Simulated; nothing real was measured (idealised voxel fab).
process module | voxel transistor to metal
cross-section cut | 265 nm wide | cells 5 nm
A cross-section is a grid of square cells, given in bands from the top down. A band is one or more rows of cells.
Each band's line starts with the height of the band's top and of its bottom, in nm. Then come its materials from left to right, each with its width in nm. One material with "throughout" fills the band from edge to edge. "air" is empty space.
Height 0 is the level under which the wafer as received is all one material. The lowest band goes on downwards, as in "0 down".
A width such as "30 to 40" changes by the same amount from each row of cells to the next, from the band's top row to its bottom row.
"no change" after a step means that no cell of the cross-section changed.
closed voids: empty space of 8 cells or more with no open way to the top, each as width x height at its distance from the left edge, in nm
after a step's settings: what the simulator itself notes on the step
overlay nm, on a step with a mask: how far to the right of its planned place the mask lay; to the left if negative
plan
1 op RECEIVE | material Si
2 op OXIDIZE | depth nm 5
3 op CONFORMAL_DEP | material SiN | thk nm 15
4 op PATTERN | tone cover | mask id ACTIVE | material resist | width nm 105 | pitch nm 130 | thk nm 20 | overlay nm 0
5 op DIRECTIONAL_ETCH | etch materials SiN | depth nm 15
6 op DIRECTIONAL_ETCH | etch materials SiO2 | depth nm 5
7 op DIRECTIONAL_ETCH | etch materials Si | depth nm 25
8 op STRIP | etch materials resist
9 op OXIDIZE | depth nm 5
10 op FILL_DEP | material SiO2 | thk nm 15
11 op CMP | height nm 15
12 op SELECTIVE_ETCH | etch materials SiO2 | depth nm 10
13 op STRIP | etch materials SiN
14 op SELECTIVE_ETCH | etch materials SiO2 | depth nm 5
15 op OXIDIZE | depth nm 5
16 op DIRECTIONAL_DEP | material polySi | thk nm 25
17 op DIRECTIONAL_DEP | material SiCN | thk nm 10
18 op MASKED_ETCH | tone cover | mask id GATE | width nm 25 | pitch nm 130 | etch materials SiCN | depth nm 20 | overlay nm 0
19 op MASKED_ETCH | tone cover | mask id GATE | width nm 25 | pitch nm 130 | etch materials polySi | depth nm 35 | overlay nm 0
20 op CONFORMAL_DEP | material SiN | thk nm 5
21 op DIRECTIONAL_ETCH | etch materials SiN | depth nm 5
22 op DIRECTIONAL_ETCH | etch materials SiO2 | depth nm 5
23 op EPI | material nSi | thk nm 5
24 op FILL_DEP | material SiO2 | thk nm 5
25 op CMP | height nm 30
26 op DIRECTIONAL_DEP | material SiO2 | thk nm 10
27 op MASKED_ETCH | tone open | mask id CONTACT | width nm 15 | etch materials SiO2 | depth nm 45 | overlay nm 0
28 op CONFORMAL_DEP | material TiN | thk nm 5
29 op FILL_DEP | material Ru | thk nm 10
30 op CMP | height nm 40
31 op CONFORMAL_DEP | material SiN | thk nm 5
32 op DIRECTIONAL_DEP | material SiO2 | thk nm 25
33 op MASKED_ETCH | tone open | mask id METAL_1 | width nm 15 | etch materials SiO2 | depth nm 25 | overlay nm 0
34 op MASKED_ETCH | tone open | mask id METAL_1 | width nm 15 | etch materials SiN | depth nm 5 | overlay nm 0
35 op CONFORMAL_DEP | material TiN | thk nm 5
36 op FILL_DEP | material Ru | thk nm 10
37 op CMP | height nm 70
38 op EPI | material Ru | thk nm 5
39 op FILL_DEP | material SiCN | thk nm 5
first wafer, as planned
as received, after step 1
  0 down: Si throughout
  closed voids: none
after step 2
  0 to -5: SiO2 throughout
  below -5: unchanged
after step 3
  15 to 0: SiN throughout
  below 0: unchanged
after step 4
  35 to 15: air 15 | resist 105 | air 25 | resist 105 | air 15
  below 15: unchanged
after step 5
  35 to 15: air 15 | resist 105 | air 25 | resist 105 | air 15
  15 to 0: air 15 | SiN 105 | air 25 | SiN 105 | air 15
  below 0: unchanged
after step 6
  35 to 15: air 15 | resist 105 | air 25 | resist 105 | air 15
  15 to 0: air 15 | SiN 105 | air 25 | SiN 105 | air 15
  0 to -5: air 15 | SiO2 105 | air 25 | SiO2 105 | air 15
  below -5: unchanged
after step 7
  35 to 15: air 15 | resist 105 | air 25 | resist 105 | air 15
  15 to 0: air 15 | SiN 105 | air 25 | SiN 105 | air 15
  0 to -5: air 15 | SiO2 105 | air 25 | SiO2 105 | air 15
  -5 to -30: air 15 | Si 105 | air 25 | Si 105 | air 15
  below -30: unchanged
after step 8
  15 to 0: air 15 | SiN 105 | air 25 | SiN 105 | air 15
  below 0: unchanged
after step 9
  15 to 0: air 15 | SiN 105 | air 25 | SiN 105 | air 15
  0 to -5: air 15 | SiO2 105 | air 25 | SiO2 105 | air 15
  -5 to -30: air 15 | SiO2 5 | Si 95 | SiO2 5 | air 25 | SiO2 5 | Si 95 | SiO2 5 | air 15
  -30 to -35: SiO2 20 | Si 95 | SiO2 35 | Si 95 | SiO2 20
  below -35: unchanged
after step 10
  30 to 15: SiO2 throughout
  15 to 0: SiO2 15 | SiN 105 | SiO2 25 | SiN 105 | SiO2 15
  0 to -5: SiO2 throughout
  -5 to -35: SiO2 20 | Si 95 | SiO2 35 | Si 95 | SiO2 20
  below -35: unchanged
after step 11
  15 to 0: SiO2 15 | SiN 105 | SiO2 25 | SiN 105 | SiO2 15
  below 0: unchanged
after step 12
  15 to 5: air 15 | SiN 105 | air 25 | SiN 105 | air 15
  below 5: unchanged
after step 13
  5 to 0: SiO2 15 | air 105 | SiO2 25 | air 105 | SiO2 15
  below 0: unchanged
after step 14
  0 to -5: SiO2 10 | air 115 | SiO2 15 | air 115 | SiO2 10
  below -5: unchanged
after step 15
  0 to -5: SiO2 10 | air 115 | SiO2 15 | air 115 | SiO2 10
  -5 to -10: SiO2 throughout
  below -10: unchanged
after step 16
  25 to 20: polySi 10 | air 115 | polySi 15 | air 115 | polySi 10
  20 to 0: polySi throughout
  0 to -5: SiO2 10 | polySi 115 | SiO2 15 | polySi 115 | SiO2 10
  below -5: unchanged
after step 17
  35 to 30: SiCN 10 | air 115 | SiCN 15 | air 115 | SiCN 10
  30 to 25: SiCN throughout
  25 to 20: polySi 10 | SiCN 115 | polySi 15 | SiCN 115 | polySi 10
  below 20: unchanged
after step 18
  30 to 25: air 55 | SiCN 25 | air 105 | SiCN 25 | air 55
  25 to 20: polySi 10 | air 45 | SiCN 25 | air 45 | polySi 15 | air 45 | SiCN 25 | air 45 | polySi 10
  below 20: unchanged
after step 19
  30 to 20: air 55 | SiCN 25 | air 105 | SiCN 25 | air 55
  20 to 0: air 55 | polySi 25 | air 105 | polySi 25 | air 55
  0 to -5: SiO2 10 | air 45 | polySi 25 | air 45 | SiO2 15 | air 45 | polySi 25 | air 45 | SiO2 10
  below -5: unchanged
after step 20
  35 to 30: air 50 | SiN 35 | air 95 | SiN 35 | air 50
  30 to 20: air 50 | SiN 5 | SiCN 25 | SiN 5 | air 95 | SiN 5 | SiCN 25 | SiN 5 | air 50
  20 to 5: air 50 | SiN 5 | polySi 25 | SiN 5 | air 95 | SiN 5 | polySi 25 | SiN 5 | air 50
  5 to 0: SiN 15 | air 35 | SiN 5 | polySi 25 | SiN 5 | air 35 | SiN 25 | air 35 | SiN 5 | polySi 25 | SiN 5 | air 35 | SiN 15
  0 to -5: SiO2 10 | SiN 45 | polySi 25 | SiN 45 | SiO2 15 | SiN 45 | polySi 25 | SiN 45 | SiO2 10
  below -5: unchanged
after step 21
  30 to 20: air 50 | SiN 5 | SiCN 25 | SiN 5 | air 95 | SiN 5 | SiCN 25 | SiN 5 | air 50
  20 to 0: air 50 | SiN 5 | polySi 25 | SiN 5 | air 95 | SiN 5 | polySi 25 | SiN 5 | air 50
  0 to -5: SiO2 10 | SiN 5 | air 35 | SiN 5 | polySi 25 | SiN 5 | air 35 | SiN 5 | SiO2 15 | SiN 5 | air 35 | SiN 5 | polySi 25 | SiN 5 | air 35 | SiN 5 | SiO2 10
  below -5: unchanged
after step 22
  30 to 20: air 50 | SiN 5 | SiCN 25 | SiN 5 | air 95 | SiN 5 | SiCN 25 | SiN 5 | air 50
  20 to 0: air 50 | SiN 5 | polySi 25 | SiN 5 | air 95 | SiN 5 | polySi 25 | SiN 5 | air 50
  0 to -5: air 10 | SiN 5 | air 35 | SiN 5 | polySi 25 | SiN 5 | air 35 | SiN 5 | air 15 | SiN 5 | air 35 | SiN 5 | polySi 25 | SiN 5 | air 35 | SiN 5 | air 10
  -5 to -10: SiO2 15 | air 35 | SiO2 35 | air 35 | SiO2 25 | air 35 | SiO2 35 | air 35 | SiO2 15
  below -10: unchanged
after step 23
  30 to 20: air 50 | SiN 5 | SiCN 25 | SiN 5 | air 95 | SiN 5 | SiCN 25 | SiN 5 | air 50
  20 to 0: air 50 | SiN 5 | polySi 25 | SiN 5 | air 95 | SiN 5 | polySi 25 | SiN 5 | air 50
  0 to -5: air 10 | SiN 5 | air 35 | SiN 5 | polySi 25 | SiN 5 | air 35 | SiN 5 | air 15 | SiN 5 | air 35 | SiN 5 | polySi 25 | SiN 5 | air 35 | SiN 5 | air 10
  -5 to -10: SiO2 15 | nSi 35 | SiO2 35 | nSi 35 | SiO2 25 | nSi 35 | SiO2 35 | nSi 35 | SiO2 15
  below -10: unchanged
after step 24
  35 to 30: SiO2 throughout
  30 to 20: SiO2 50 | SiN 5 | SiCN 25 | SiN 5 | SiO2 95 | SiN 5 | SiCN 25 | SiN 5 | SiO2 50
  20 to 0: SiO2 50 | SiN 5 | polySi 25 | SiN 5 | SiO2 95 | SiN 5 | polySi 25 | SiN 5 | SiO2 50
  0 to -5: SiO2 10 | SiN 5 | SiO2 35 | SiN 5 | polySi 25 | SiN 5 | SiO2 35 | SiN 5 | SiO2 15 | SiN 5 | SiO2 35 | SiN 5 | polySi 25 | SiN 5 | SiO2 35 | SiN 5 | SiO2 10
  below -5: unchanged
after step 25
  30 to 20: SiO2 50 | SiN 5 | SiCN 25 | SiN 5 | SiO2 95 | SiN 5 | SiCN 25 | SiN 5 | SiO2 50
  below 20: unchanged
after step 26
  40 to 30: SiO2 throughout
  below 30: unchanged
after step 27
  40 to 30: SiO2 25 | air 15 | SiO2 55 | air 15 | SiO2 45 | air 15 | SiO2 55 | air 15 | SiO2 25
  30 to 20: SiO2 25 | air 15 | SiO2 10 | SiN 5 | SiCN 25 | SiN 5 | SiO2 10 | air 15 | SiO2 45 | air 15 | SiO2 10 | SiN 5 | SiCN 25 | SiN 5 | SiO2 10 | air 15 | SiO2 25
  20 to 0: SiO2 25 | air 15 | SiO2 10 | SiN 5 | polySi 25 | SiN 5 | SiO2 10 | air 15 | SiO2 45 | air 15 | SiO2 10 | SiN 5 | polySi 25 | SiN 5 | SiO2 10 | air 15 | SiO2 25
  0 to -5: SiO2 10 | SiN 5 | SiO2 10 | air 15 | SiO2 10 | SiN 5 | polySi 25 | SiN 5 | SiO2 10 | air 15 | SiO2 10 | SiN 5 | SiO2 15 | SiN 5 | SiO2 10 | air 15 | SiO2 10 | SiN 5 | polySi 25 | SiN 5 | SiO2 10 | air 15 | SiO2 10 | SiN 5 | SiO2 10
  below -5: unchanged
after step 28
  45 to 40: TiN 30 | air 5 | TiN 65 | air 5 | TiN 55 | air 5 | TiN 65 | air 5 | TiN 30
  40 to 30: SiO2 25 | TiN 5 | air 5 | TiN 5 | SiO2 55 | TiN 5 | air 5 | TiN 5 | SiO2 45 | TiN 5 | air 5 | TiN 5 | SiO2 55 | TiN 5 | air 5 | TiN 5 | SiO2 25
  30 to 20: SiO2 25 | TiN 5 | air 5 | TiN 5 | SiO2 10 | SiN 5 | SiCN 25 | SiN 5 | SiO2 10 | TiN 5 | air 5 | TiN 5 | SiO2 45 | TiN 5 | air 5 | TiN 5 | SiO2 10 | SiN 5 | SiCN 25 | SiN 5 | SiO2 10 | TiN 5 | air 5 | TiN 5 | SiO2 25
  20 to 0: SiO2 25 | TiN 5 | air 5 | TiN 5 | SiO2 10 | SiN 5 | polySi 25 | SiN 5 | SiO2 10 | TiN 5 | air 5 | TiN 5 | SiO2 45 | TiN 5 | air 5 | TiN 5 | SiO2 10 | SiN 5 | polySi 25 | SiN 5 | SiO2 10 | TiN 5 | air 5 | TiN 5 | SiO2 25
  0 to -5: SiO2 10 | SiN 5 | SiO2 10 | TiN 15 | SiO2 10 | SiN 5 | polySi 25 | SiN 5 | SiO2 10 | TiN 15 | SiO2 10 | SiN 5 | SiO2 15 | SiN 5 | SiO2 10 | TiN 15 | SiO2 10 | SiN 5 | polySi 25 | SiN 5 | SiO2 10 | TiN 15 | SiO2 10 | SiN 5 | SiO2 10
  below -5: unchanged
after step 29
  55 to 45: Ru throughout
  45 to 40: TiN 30 | Ru 5 | TiN 65 | Ru 5 | TiN 55 | Ru 5 | TiN 65 | Ru 5 | TiN 30
  40 to 30: SiO2 25 | TiN 5 | Ru 5 | TiN 5 | SiO2 55 | TiN 5 | Ru 5 | TiN 5 | SiO2 45 | TiN 5 | Ru 5 | TiN 5 | SiO2 55 | TiN 5 | Ru 5 | TiN 5 | SiO2 25
  30 to 20: SiO2 25 | TiN 5 | Ru 5 | TiN 5 | SiO2 10 | SiN 5 | SiCN 25 | SiN 5 | SiO2 10 | TiN 5 | Ru 5 | TiN 5 | SiO2 45 | TiN 5 | Ru 5 | TiN 5 | SiO2 10 | SiN 5 | SiCN 25 | SiN 5 | SiO2 10 | TiN 5 | Ru 5 | TiN 5 | SiO2 25
  20 to 0: SiO2 25 | TiN 5 | Ru 5 | TiN 5 | SiO2 10 | SiN 5 | polySi 25 | SiN 5 | SiO2 10 | TiN 5 | Ru 5 | TiN 5 | SiO2 45 | TiN 5 | Ru 5 | TiN 5 | SiO2 10 | SiN 5 | polySi 25 | SiN 5 | SiO2 10 | TiN 5 | Ru 5 | TiN 5 | SiO2 25
  below 0: unchanged
after step 30
  40 to 30: SiO2 25 | TiN 5 | Ru 5 | TiN 5 | SiO2 55 | TiN 5 | Ru 5 | TiN 5 | SiO2 45 | TiN 5 | Ru 5 | TiN 5 | SiO2 55 | TiN 5 | Ru 5 | TiN 5 | SiO2 25
  below 30: unchanged
after step 31
  45 to 40: SiN throughout
  below 40: unchanged
after step 32
  70 to 45: SiO2 throughout
  below 45: unchanged
after step 33
  70 to 45: SiO2 25 | air 15 | SiO2 55 | air 15 | SiO2 45 | air 15 | SiO2 55 | air 15 | SiO2 25
  below 45: unchanged
after step 34
  70 to 45: SiO2 25 | air 15 | SiO2 55 | air 15 | SiO2 45 | air 15 | SiO2 55 | air 15 | SiO2 25
  45 to 40: SiN 25 | air 15 | SiN 55 | air 15 | SiN 45 | air 15 | SiN 55 | air 15 | SiN 25
  below 40: unchanged
after step 35
  75 to 70: TiN 30 | air 5 | TiN 65 | air 5 | TiN 55 | air 5 | TiN 65 | air 5 | TiN 30
  70 to 45: SiO2 25 | TiN 5 | air 5 | TiN 5 | SiO2 55 | TiN 5 | air 5 | TiN 5 | SiO2 45 | TiN 5 | air 5 | TiN 5 | SiO2 55 | TiN 5 | air 5 | TiN 5 | SiO2 25
  45 to 40: SiN 25 | TiN 15 | SiN 55 | TiN 15 | SiN 45 | TiN 15 | SiN 55 | TiN 15 | SiN 25
  below 40: unchanged
after step 36
  85 to 75: Ru throughout
  75 to 70: TiN 30 | Ru 5 | TiN 65 | Ru 5 | TiN 55 | Ru 5 | TiN 65 | Ru 5 | TiN 30
  70 to 45: SiO2 25 | TiN 5 | Ru 5 | TiN 5 | SiO2 55 | TiN 5 | Ru 5 | TiN 5 | SiO2 45 | TiN 5 | Ru 5 | TiN 5 | SiO2 55 | TiN 5 | Ru 5 | TiN 5 | SiO2 25
  below 45: unchanged
after step 37
  70 to 45: SiO2 25 | TiN 5 | Ru 5 | TiN 5 | SiO2 55 | TiN 5 | Ru 5 | TiN 5 | SiO2 45 | TiN 5 | Ru 5 | TiN 5 | SiO2 55 | TiN 5 | Ru 5 | TiN 5 | SiO2 25
  below 45: unchanged
after step 38
  75 to 70: air 20 | Ru 25 | air 45 | Ru 25 | air 35 | Ru 25 | air 45 | Ru 25 | air 20
  below 70: unchanged
after step 39
  80 to 75: SiCN throughout
  75 to 70: SiCN 20 | Ru 25 | SiCN 45 | Ru 25 | SiCN 35 | Ru 25 | SiCN 45 | Ru 25 | SiCN 20
  below 70: unchanged
second wafer: like start, like plan, one mistake. Through step 26 it matches the first wafer
when step 27 should have ended
  40 to 30: air 25 | SiO2 15 | air 55 | SiO2 15 | air 45 | SiO2 15 | air 55 | SiO2 15 | air 25
  30 to 20: air 25 | SiO2 15 | air 10 | SiN 5 | SiCN 25 | SiN 5 | air 10 | SiO2 15 | air 45 | SiO2 15 | air 10 | SiN 5 | SiCN 25 | SiN 5 | air 10 | SiO2 15 | air 25
  20 to 0: air 25 | SiO2 15 | air 10 | SiN 5 | polySi 25 | SiN 5 | air 10 | SiO2 15 | air 45 | SiO2 15 | air 10 | SiN 5 | polySi 25 | SiN 5 | air 10 | SiO2 15 | air 25
  0 to -5: air 10 | SiN 5 | air 10 | SiO2 15 | air 10 | SiN 5 | polySi 25 | SiN 5 | air 10 | SiO2 15 | air 10 | SiN 5 | air 15 | SiN 5 | air 10 | SiO2 15 | air 10 | SiN 5 | polySi 25 | SiN 5 | air 10 | SiO2 15 | air 10 | SiN 5 | air 10
  below -5: unchanged
when step 28 should have ended
  45 to 40: air 20 | TiN 25 | air 45 | TiN 25 | air 35 | TiN 25 | air 45 | TiN 25 | air 20
  40 to 35: air 20 | TiN 5 | SiO2 15 | TiN 5 | air 45 | TiN 5 | SiO2 15 | TiN 5 | air 35 | TiN 5 | SiO2 15 | TiN 5 | air 45 | TiN 5 | SiO2 15 | TiN 5 | air 20
  35 to 30: air 20 | TiN 5 | SiO2 15 | TiN 55 | SiO2 15 | TiN 5 | air 35 | TiN 5 | SiO2 15 | TiN 55 | SiO2 15 | TiN 5 | air 20
  30 to 20: air 20 | TiN 5 | SiO2 15 | TiN 10 | SiN 5 | SiCN 25 | SiN 5 | TiN 10 | SiO2 15 | TiN 5 | air 35 | TiN 5 | SiO2 15 | TiN 10 | SiN 5 | SiCN 25 | SiN 5 | TiN 10 | SiO2 15 | TiN 5 | air 20
  20 to 5: air 20 | TiN 5 | SiO2 15 | TiN 10 | SiN 5 | polySi 25 | SiN 5 | TiN 10 | SiO2 15 | TiN 5 | air 35 | TiN 5 | SiO2 15 | TiN 10 | SiN 5 | polySi 25 | SiN 5 | TiN 10 | SiO2 15 | TiN 5 | air 20
  5 to 0: air 5 | TiN 20 | SiO2 15 | TiN 10 | SiN 5 | polySi 25 | SiN 5 | TiN 10 | SiO2 15 | TiN 20 | air 5 | TiN 20 | SiO2 15 | TiN 10 | SiN 5 | polySi 25 | SiN 5 | TiN 10 | SiO2 15 | TiN 20 | air 5
  0 to -5: TiN 10 | SiN 5 | TiN 10 | SiO2 15 | TiN 10 | SiN 5 | polySi 25 | SiN 5 | TiN 10 | SiO2 15 | TiN 10 | SiN 5 | TiN 15 | SiN 5 | TiN 10 | SiO2 15 | TiN 10 | SiN 5 | polySi 25 | SiN 5 | TiN 10 | SiO2 15 | TiN 10 | SiN 5 | TiN 10
  below -5: unchanged
when step 29 should have ended
  55 to 45: Ru throughout
  45 to 40: Ru 20 | TiN 25 | Ru 45 | TiN 25 | Ru 35 | TiN 25 | Ru 45 | TiN 25 | Ru 20
  40 to 35: Ru 20 | TiN 5 | SiO2 15 | TiN 5 | Ru 45 | TiN 5 | SiO2 15 | TiN 5 | Ru 35 | TiN 5 | SiO2 15 | TiN 5 | Ru 45 | TiN 5 | SiO2 15 | TiN 5 | Ru 20
  35 to 30: Ru 20 | TiN 5 | SiO2 15 | TiN 55 | SiO2 15 | TiN 5 | Ru 35 | TiN 5 | SiO2 15 | TiN 55 | SiO2 15 | TiN 5 | Ru 20
  30 to 20: Ru 20 | TiN 5 | SiO2 15 | TiN 10 | SiN 5 | SiCN 25 | SiN 5 | TiN 10 | SiO2 15 | TiN 5 | Ru 35 | TiN 5 | SiO2 15 | TiN 10 | SiN 5 | SiCN 25 | SiN 5 | TiN 10 | SiO2 15 | TiN 5 | Ru 20
  20 to 5: Ru 20 | TiN 5 | SiO2 15 | TiN 10 | SiN 5 | polySi 25 | SiN 5 | TiN 10 | SiO2 15 | TiN 5 | Ru 35 | TiN 5 | SiO2 15 | TiN 10 | SiN 5 | polySi 25 | SiN 5 | TiN 10 | SiO2 15 | TiN 5 | Ru 20
  5 to 0: Ru 5 | TiN 20 | SiO2 15 | TiN 10 | SiN 5 | polySi 25 | SiN 5 | TiN 10 | SiO2 15 | TiN 20 | Ru 5 | TiN 20 | SiO2 15 | TiN 10 | SiN 5 | polySi 25 | SiN 5 | TiN 10 | SiO2 15 | TiN 20 | Ru 5
  below 0: unchanged
when step 30 should have ended
  40 to 35: Ru 20 | TiN 5 | SiO2 15 | TiN 5 | Ru 45 | TiN 5 | SiO2 15 | TiN 5 | Ru 35 | TiN 5 | SiO2 15 | TiN 5 | Ru 45 | TiN 5 | SiO2 15 | TiN 5 | Ru 20
  below 35: unchanged
when step 31 should have ended
  45 to 40: SiN throughout
  below 40: unchanged
when step 32 should have ended
  70 to 45: SiO2 throughout
  below 45: unchanged
when step 33 should have ended
  70 to 45: SiO2 25 | air 15 | SiO2 55 | air 15 | SiO2 45 | air 15 | SiO2 55 | air 15 | SiO2 25
  below 45: unchanged
when step 34 should have ended
  70 to 45: SiO2 25 | air 15 | SiO2 55 | air 15 | SiO2 45 | air 15 | SiO2 55 | air 15 | SiO2 25
  45 to 40: SiN 25 | air 15 | SiN 55 | air 15 | SiN 45 | air 15 | SiN 55 | air 15 | SiN 25
  below 40: unchanged
when step 35 should have ended
  75 to 70: TiN 30 | air 5 | TiN 65 | air 5 | TiN 55 | air 5 | TiN 65 | air 5 | TiN 30
  70 to 45: SiO2 25 | TiN 5 | air 5 | TiN 5 | SiO2 55 | TiN 5 | air 5 | TiN 5 | SiO2 45 | TiN 5 | air 5 | TiN 5 | SiO2 55 | TiN 5 | air 5 | TiN 5 | SiO2 25
  45 to 40: SiN 25 | TiN 15 | SiN 55 | TiN 15 | SiN 45 | TiN 15 | SiN 55 | TiN 15 | SiN 25
  below 40: unchanged
when step 36 should have ended
  85 to 75: Ru throughout
  75 to 70: TiN 30 | Ru 5 | TiN 65 | Ru 5 | TiN 55 | Ru 5 | TiN 65 | Ru 5 | TiN 30
  70 to 45: SiO2 25 | TiN 5 | Ru 5 | TiN 5 | SiO2 55 | TiN 5 | Ru 5 | TiN 5 | SiO2 45 | TiN 5 | Ru 5 | TiN 5 | SiO2 55 | TiN 5 | Ru 5 | TiN 5 | SiO2 25
  below 45: unchanged
when step 37 should have ended
  70 to 45: SiO2 25 | TiN 5 | Ru 5 | TiN 5 | SiO2 55 | TiN 5 | Ru 5 | TiN 5 | SiO2 45 | TiN 5 | Ru 5 | TiN 5 | SiO2 55 | TiN 5 | Ru 5 | TiN 5 | SiO2 25
  below 45: unchanged
when step 38 should have ended
  75 to 70: air 20 | Ru 25 | air 45 | Ru 25 | air 35 | Ru 25 | air 45 | Ru 25 | air 20
  below 70: unchanged
when step 39 should have ended
  80 to 75: SiCN throughout
  75 to 70: SiCN 20 | Ru 25 | SiCN 45 | Ru 25 | SiCN 35 | Ru 25 | SiCN 45 | Ru 25 | SiCN 20
  below 70: unchanged
what went wrong: step 27 ran as: op MASKED_ETCH | tone cover | mask id CONTACT | width nm 15 | etch materials SiO2 | depth nm 45 | overlay nm 0
at the end the second wafer has, in cells: 94 more of Ru | 159 fewer of SiO2 | 65 more of TiN
